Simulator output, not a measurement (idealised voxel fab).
Documented hereafter: the process module known as voxel ribs on slabs.
Section cut is 140 nm wide and gridded with 5 nm square cells.
We lay out every cross-section as a grid of square cells and spell it out in bands from the top down, where one band means one or more rows of cells.
This entry defines a band. It first specifies the height of the band's top and the height of its bottom in nm, and then specifies the band's materials from left to right, stating each material with its width in nm. The word "full width" identifies a single material that fills the band from edge to edge, while the word "empty" identifies empty space.
A quick word on heights: they are counted from 0, and under that level the wafer as it came to us is one material throughout. The lowest band is different from the rest in having no bottom; it simply continues downward, written as in "0..down".
Width: "30->40" (first number = top row, second number = bottom row, same change from row to row of cells).
The designation "no change occurred", where it is given for a processing step, indicates that no cell of the cross-section was altered in the course of that step.
"Sealed internal voids" specifies each empty space that is not open to the top and that occupies no fewer than 8 cells, using the form width x height at distance, the distance measured from the left edge and all three quantities in nm.
The remark found on a step's line after its settings is issued by the simulator itself and pertains to that step.
"overlay nm", when on a step's line for a step with a mask, measures how far to the right of its planned place the mask lay; a negative measure means to the left.
HERE'S WHAT THE PLANNED PROCESS STEPS LOOK LIKE
1) RECEIVE | material Si
2) DIRECTIONAL_DEP | material SiO2 | thk nm 25
3) DIRECTIONAL_DEP | material polySi | thk nm 25
4) MASKED_ETCH | tone cover | mask id RIB | width nm 25 | etch materials polySi | depth nm 20 | overlay nm 0
5) MASKED_ETCH | tone cover | mask id SLAB | width nm 85 | etch materials polySi | depth nm 5 | overlay nm 0
6) FILL_DEP | material SiO2 | thk nm 15
7) CMP | height nm 60
8) DIRECTIONAL_DEP | material TiN | thk nm 10
9) MASKED_ETCH | tone cover | mask id HEATER | width nm 35 | etch materials TiN | depth nm 10 | overlay nm 0
10) CONFORMAL_DEP | material SiO2 | thk nm 5
FIRST OF THE TWO WAFERS, RUN PER PLAN
INCOMING WAFER, CROSS-SECTIONAL VIEW, POST STEP 1
    0..down = Si full width
    Sealed internal voids: none
UPON COMPLETION OF STEP 2, THE WAFER APPEARS IN CROSS-SECTION AS SHOWN
    25..0 = SiO2 full width
    below 0: unchanged
UPON COMPLETION OF STEP 3, THE WAFER APPEARS IN CROSS-SECTION AS SHOWN
    50..25 = polySi full width
    below 25: unchanged
UPON COMPLETION OF STEP 4, THE WAFER APPEARS IN CROSS-SECTION AS SHOWN
    50..30 = empty=55; polySi=25; empty=60
    below 30: unchanged
UPON COMPLETION OF STEP 5, THE WAFER APPEARS IN CROSS-SECTION AS SHOWN
    50..30 = empty=55; polySi=25; empty=60
    30..25 = empty=25; polySi=85; empty=30
    below 25: unchanged
UPON COMPLETION OF STEP 6, THE WAFER APPEARS IN CROSS-SECTION AS SHOWN
    65..50 = SiO2 full width
    50..30 = SiO2=55; polySi=25; SiO2=60
    30..25 = SiO2=25; polySi=85; SiO2=30
    below 25: unchanged
UPON COMPLETION OF STEP 7, THE WAFER APPEARS IN CROSS-SECTION AS SHOWN
    60..50 = SiO2 full width
    below 50: unchanged
UPON COMPLETION OF STEP 8, THE WAFER APPEARS IN CROSS-SECTION AS SHOWN
    70..60 = TiN full width
    below 60: unchanged
UPON COMPLETION OF STEP 9, THE WAFER APPEARS IN CROSS-SECTION AS SHOWN
    70..60 = empty=50; TiN=35; empty=55
    below 60: unchanged
UPON COMPLETION OF STEP 10, THE WAFER APPEARS IN CROSS-SECTION AS SHOWN
    75..70 = empty=45; SiO2=45; empty=50
    70..65 = empty=45; SiO2=5; TiN=35; SiO2=5; empty=50
    65..60 = SiO2=50; TiN=35; SiO2=55
    below 60: unchanged
SECOND WAFER. START AND PLAN AS FOR THE FIRST. ONE MISTAKE MADE IN RUNNING. AGREES WITH THE FIRST UP TO AND INCLUDING STEP 1
SECOND WAFER, SECTION VIEW, TIME POINT: SCHEDULED END OF STEP 2
    25..0 = polySi full width
    below 0: unchanged
SECOND WAFER, SECTION VIEW, TIME POINT: SCHEDULED END OF STEP 3
    50..25 = SiO2 full width
    below 25: unchanged
Second wafer, section view, time point: scheduled end of step 4: no change occurred
Second wafer, section view, time point: scheduled end of step 5: no change occurred
SECOND WAFER, SECTION VIEW, TIME POINT: SCHEDULED END OF STEP 6
    65..25 = SiO2 full width
    below 25: unchanged
SECOND WAFER, SECTION VIEW, TIME POINT: SCHEDULED END OF STEP 7
    60..25 = SiO2 full width
    below 25: unchanged
SECOND WAFER, SECTION VIEW, TIME POINT: SCHEDULED END OF STEP 8
    70..60 = TiN full width
    below 60: unchanged
SECOND WAFER, SECTION VIEW, TIME POINT: SCHEDULED END OF STEP 9
    70..60 = empty=50; TiN=35; empty=55
    below 60: unchanged
SECOND WAFER, SECTION VIEW, TIME POINT: SCHEDULED END OF STEP 10
    75..70 = empty=45; SiO2=45; empty=50
    70..65 = empty=45; SiO2=5; TiN=35; SiO2=5; empty=50
    65..60 = SiO2=50; TiN=35; SiO2=55
    below 60: unchanged
So what did we get wrong on this run? the processing plan was not followed for steps 2 and 3, which were run with their positions exchanged
Per the end-of-run cell counts, the second wafer holds more or fewer of some materials than the first: SiO2 -103; polySi +103
